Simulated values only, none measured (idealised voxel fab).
voxel capacitor over wiring: a process module
Pictured: cross-section cut, 165 nm wide, on a grid of 5 nm square cells.
Cross-section = grid of square cells, listed top down in bands; band = one or more rows. Top height, bottom height, nm. Materials left to right, width each, nm. Single material + "all across" = fills band edge to edge. "air" = empty. Ref level 0: as-received wafer is one material below here. Bottom band extends down with no lower bound ("from 0 down"). Graded width ("30..40"): value in top row of band = first number; value in bottom row = second number; row-to-row change constant. "same as before", as given for a step, is the statement that not any cell of the cross-section underwent a change during that step. "Fully enclosed voids" enumerates empty spaces isolated from the top, with no open way to it, that contain at least 8 cells, giving each as width x height at distance from the left edge, all three in nm. Note: text after step settings on the step line = simulator remark on that step. The "overlay nm" setting may appear on a step's line; for a step that uses a mask, it gives how far to the right of its planned position the mask lay, and a negative value indicates the left.

[plan]
- 1: RECEIVE [material Si]
- 2: CONFORMAL_DEP [material SiO2] [thk nm 15]
- 3: CONFORMAL_DEP [material SiN] [thk nm 5]
- 4: DIRECTIONAL_DEP [material lowk] [thk nm 20]
- 5: PATTERN [tone open] [mask id METAL_1] [material resist] [width nm 25] [pitch nm 90] [thk nm 15] [overlay nm 0]
- 6: DIRECTIONAL_ETCH [etch materials lowk] [depth nm 20]
- 7: DIRECTIONAL_ETCH [etch materials SiN] [depth nm 5]
- 8: STRIP [etch materials resist]
- 9: CONFORMAL_DEP [material TiN] [thk nm 5]
- 10: FILL_DEP [material W] [thk nm 10]
- 11: CMP [height nm 40]
- 12: CONFORMAL_DEP [material SiCN] [thk nm 5]
- 13: DIRECTIONAL_DEP [material SiO2] [thk nm 15]
- 14: MASKED_ETCH [tone open] [mask id PLUG_1] [width nm 15] [etch materials SiO2] [depth nm 5] [overlay nm 0]
- 15: MASKED_ETCH [tone open] [mask id PLUG_1] [width nm 15] [etch materials SiCN] [depth nm 5] [overlay nm 0]
- 16: EPI [material Ru] [thk nm 10]
- 17: EPI [material Ru] [thk nm 10]
- 18: DIRECTIONAL_DEP [material TiN] [thk nm 10]
- 19: DIRECTIONAL_DEP [material SiN] [thk nm 5]
- 20: DIRECTIONAL_DEP [material TiN] [thk nm 10]
- 21: PATTERN [tone cover] [mask id UPPER_PLATE] [material resist] [width nm 70] [thk nm 20] [overlay nm 0]
- 22: DIRECTIONAL_ETCH [etch materials TiN] [depth nm 10]
- 23: DIRECTIONAL_ETCH [etch materials SiN] [depth nm 5]
- 24: STRIP [etch materials resist]
- 25: MASKED_ETCH [tone cover] [mask id LOWER_PLATE] [width nm 80] [etch materials TiN] [depth nm 10] [overlay nm 0]
- 26: FILL_DEP [material SiO2] [thk nm 20]
- 27: CMP [height nm 100]
- 28: DIRECTIONAL_DEP [material aC] [thk nm 15]
- 29: PATTERN [tone open] [mask id PLUG_2] [material resist] [width nm 15] [thk nm 35] [overlay nm 0]
- 30: DIRECTIONAL_ETCH [etch materials aC] [depth nm 15]
- 31: STRIP [etch materials resist]
- 32: DIRECTIONAL_ETCH [etch materials SiO2] [depth nm 15]
- 33: STRIP [etch materials aC]
- 34: CONFORMAL_DEP [material TiN] [thk nm 5]
- 35: FILL_DEP [material Ru] [thk nm 10]
- 36: CMP [height nm 100]
- 37: CONFORMAL_DEP [material SiCN] [thk nm 5]
The value of depth nm given for step 14 in the plan refers to the first wafer; the wafers vary in this setting and are alike at the start.

[First of several wafers (as received, post step 1), cross-sectional view]
from 0 down | Si all across
Fully enclosed voids: none

[Take a look at the first of several wafers in cross-section: the module is done, and step 37 was its last step]
from 105 to 100 | SiCN all across
from 100 to 90 | SiO2 45 nm, then TiN 5 nm, then Ru 5 nm, then TiN 5 nm, then SiO2 105 nm
from 90 to 80 | SiO2 45..50 nm, then TiN 15..55 nm, then SiO2 105..60 nm
from 80 to 75 | SiO2 35 nm, then TiN 70 nm, then SiO2 60 nm
from 75 to 70 | SiO2 35 nm, then TiN 15 nm, then SiN 55 nm, then SiO2 60 nm
from 70 to 65 | SiO2 30 nm, then TiN 5 nm, then SiN 15 nm, then TiN 60 nm, then SiO2 55 nm
from 65 to 55 | SiO2 30..35 nm, then TiN 80..15 nm, then SiO2 55..115 nm
from 55 to 45 | SiO2 all across
from 45 to 40 | SiCN all across
from 40 to 20 | lowk 25 nm, then TiN 5 nm, then W 15 nm, then TiN 5 nm, then lowk 65 nm, then TiN 5 nm, then W 15 nm, then TiN 5 nm, then lowk 25 nm
from 20 to 15 | SiN 25 nm, then TiN 25 nm, then SiN 65 nm, then TiN 25 nm, then SiN 25 nm
from 15 to 0 | SiO2 all across
from 0 down | Si all across
Fully enclosed voids: none

[A cross-section through the last wafer at the close of the module]
from 105 to 100 | SiCN all across
from 100 to 90 | SiO2 45 nm, then TiN 5 nm, then Ru 5 nm, then TiN 5 nm, then SiO2 105 nm
from 90 to 85 | SiO2 45 nm, then TiN 15 nm, then SiO2 105 nm
from 85 to 75 | SiO2 35 nm, then TiN 70 nm, then SiO2 60 nm
from 75 to 70 | SiO2 35 nm, then SiN 70 nm, then SiO2 60 nm
from 70 to 60 | SiO2 30 nm, then TiN 80 nm, then SiO2 55 nm
from 60 to 45 | SiO2 35 nm, then Ru 15 nm, then SiO2 115 nm
from 45 to 40 | SiCN 35 nm, then Ru 15 nm, then SiCN 115 nm
from 40 to 20 | lowk 25 nm, then TiN 5 nm, then W 15 nm, then TiN 5 nm, then lowk 65 nm, then TiN 5 nm, then W 15 nm, then TiN 5 nm, then lowk 25 nm
from 20 to 15 | SiN 25 nm, then TiN 25 nm, then SiN 65 nm, then TiN 25 nm, then SiN 25 nm
from 15 to 0 | SiO2 all across
from 0 down | Si all across
Fully enclosed voids: none

[Here is how to read the rows: every wafer has a row, and it shows the wafer at the end of the module, giving for each material how many cells were gained (+) or lost (-) since the wafer was received, then listing its closed voids]
depth nm 5; +2 Ru; +66 SiCN; +37 SiN; +379 SiO2; +93 TiN; +24 W; +92 lowk; Fully enclosed voids: none
depth nm 10; +2 Ru; +66 SiCN; +37 SiN; +379 SiO2; +93 TiN; +24 W; +92 lowk; Fully enclosed voids: none
depth nm 15; +14 Ru; +63 SiCN; +37 SiN; +370 SiO2; +93 TiN; +24 W; +92 lowk; Fully enclosed voids: none
depth nm 20; +14 Ru; +63 SiCN; +37 SiN; +370 SiO2; +93 TiN; +24 W; +92 lowk; Fully enclosed voids: none
depth nm 25; +14 Ru; +63 SiCN; +37 SiN; +370 SiO2; +93 TiN; +24 W; +92 lowk; Fully enclosed voids: none
depth nm 30; +14 Ru; +63 SiCN; +37 SiN; +370 SiO2; +93 TiN; +24 W; +92 lowk; Fully enclosed voids: none
